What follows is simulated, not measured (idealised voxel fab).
Process module under the name voxel capacitor over wiring
It is cross-section cut that appears here, measuring 215 nm in width, its square cells being 5 nm in size.
Just so we're on the same page, the cross-sections are grids of square cells, and they're listed out in bands top to bottom, each band one or more rows deep.
Band: top and bottom heights (nm) first, top before bottom; then materials from left to right, widths in nm. "everywhere" marks a sole material filling the band edge to edge. "air" denotes empty space.
Basically, 0 is our baseline, since under it the wafer straight out of the box is all one material. The bottom band has no lower end and keeps on going down, so it looks like "0 down".
So if you see something like "30..40" for the width, read it as the top row of the band sitting at the first number and the bottom row at the second, with every row in between moving by the same amount as the last.
The cross-section has no changed cell in any step marked "changes: none".
If an empty space has no open way to the top and is at least 8 cells in size, "Enclosed cavity list" lists it, written width x height at distance, where distance is measured from the left edge and every value is in nm.
after a step's settings: what the simulator itself notes on the step
If you see "overlay nm" on a step's line and that step has a mask, it's telling you how far right of where it was planned the mask ended up; a negative number means it went left instead.

## Process steps foreseen in the plan
| 1 | RECEIVE [material Si] |
| 2 | CONFORMAL_DEP [material SiO2] [thk nm 10] |
| 3 | DIRECTIONAL_DEP [material TiN] [thk nm 5] |
| 4 | DIRECTIONAL_DEP [material Ru] [thk nm 20] |
| 5 | DIRECTIONAL_DEP [material aC] [thk nm 15] |
| 6 | PATTERN [tone cover] [mask id METAL_1] [material resist] [width nm 30] [pitch nm 95] [thk nm 30] [overlay nm 0] |
| 7 | DIRECTIONAL_ETCH [etch materials aC] [depth nm 15] |
| 8 | STRIP [etch materials resist] |
| 9 | DIRECTIONAL_ETCH [etch materials Ru] [depth nm 20] |
| 10 | DIRECTIONAL_ETCH [etch materials TiN] [depth nm 5] |
| 11 | STRIP [etch materials aC] |
| 12 | CONFORMAL_DEP [material SiN] [thk nm 5] |
| 13 | FILL_DEP [material lowk] [thk nm 10] |
| 14 | CMP [height nm 35] |
| 15 | CONFORMAL_DEP [material SiCN] [thk nm 5] |
| 16 | DIRECTIONAL_DEP [material SiO2] [thk nm 20] |
| 17 | MASKED_ETCH [tone open] [mask id PLUG_1] [width nm 15] [etch materials SiO2] [depth nm 20] [overlay nm 0] |
| 18 | MASKED_ETCH [tone open] [mask id PLUG_1] [width nm 15] [etch materials SiCN] [depth nm 5] [overlay nm 0] |
| 19 | CONFORMAL_DEP [material TiN] [thk nm 5] |
| 20 | FILL_DEP [material Ru] [thk nm 5] |
| 21 | CMP [height nm 60] |
| 22 | DIRECTIONAL_DEP [material TiN] [thk nm 5] |
| 23 | DIRECTIONAL_DEP [material HfO2] [thk nm 5] |
| 24 | DIRECTIONAL_DEP [material TiN] [thk nm 5] |
| 25 | PATTERN [tone cover] [mask id UPPER_PLATE] [material resist] [width nm 70] [thk nm 15] [overlay nm 0] |
| 26 | DIRECTIONAL_ETCH [etch materials TiN] [depth nm 5] |
| 27 | DIRECTIONAL_ETCH [etch materials HfO2] [depth nm 5] |
| 28 | STRIP [etch materials resist] |
| 29 | PATTERN [tone cover] [mask id LOWER_PLATE] [material resist] [width nm 80] [thk nm 20] [overlay nm 0] |
| 30 | DIRECTIONAL_ETCH [etch materials TiN] [depth nm 5] |
| 31 | STRIP [etch materials resist] |
| 32 | FILL_DEP [material SiO2] [thk nm 20] |
| 33 | CMP [height nm 90] |
| 34 | PATTERN [tone open] [mask id PLUG_2] [material resist] [width nm 15] [thk nm 20] [overlay nm 0] |
| 35 | DIRECTIONAL_ETCH [etch materials SiO2] [depth nm 15] |
| 36 | STRIP [etch materials resist] |
| 37 | CONFORMAL_DEP [material TiN] [thk nm 5] |
| 38 | FILL_DEP [material Cu] [thk nm 10] |
| 39 | CMP [height nm 90] |
| 40 | CONFORMAL_DEP [material SiCN] [thk nm 5] |
The wafers are alike at the start. At step 34, their width nm differs. The plan lists the first wafer's value.

## First of several wafers, received after step 1, in cross-section
* 0 down  Si everywhere
* Enclosed cavity list: none

## The table below has one row for each wafer; a row shows, as of the end of the module, how many cells of each material the wafer has gained, marked (+), or lost, marked (-), since it was received, and then the wafer's closed voids
width nm 15; +2 Cu; +14 HfO2; +52 Ru; +83 SiCN; +47 SiN; +451 SiO2; +60 TiN; +108 lowk; Enclosed cavity list: none
width nm 20; +4 Cu; +14 HfO2; +52 Ru; +83 SiCN; +47 SiN; +448 SiO2; +61 TiN; +108 lowk; Enclosed cavity list: none
width nm 25; +6 Cu; +14 HfO2; +52 Ru; +83 SiCN; +47 SiN; +445 SiO2; +62 TiN; +108 lowk; Enclosed cavity list: none
width nm 30; +8 Cu; +14 HfO2; +52 Ru; +83 SiCN; +47 SiN; +442 SiO2; +63 TiN; +108 lowk; Enclosed cavity list: none
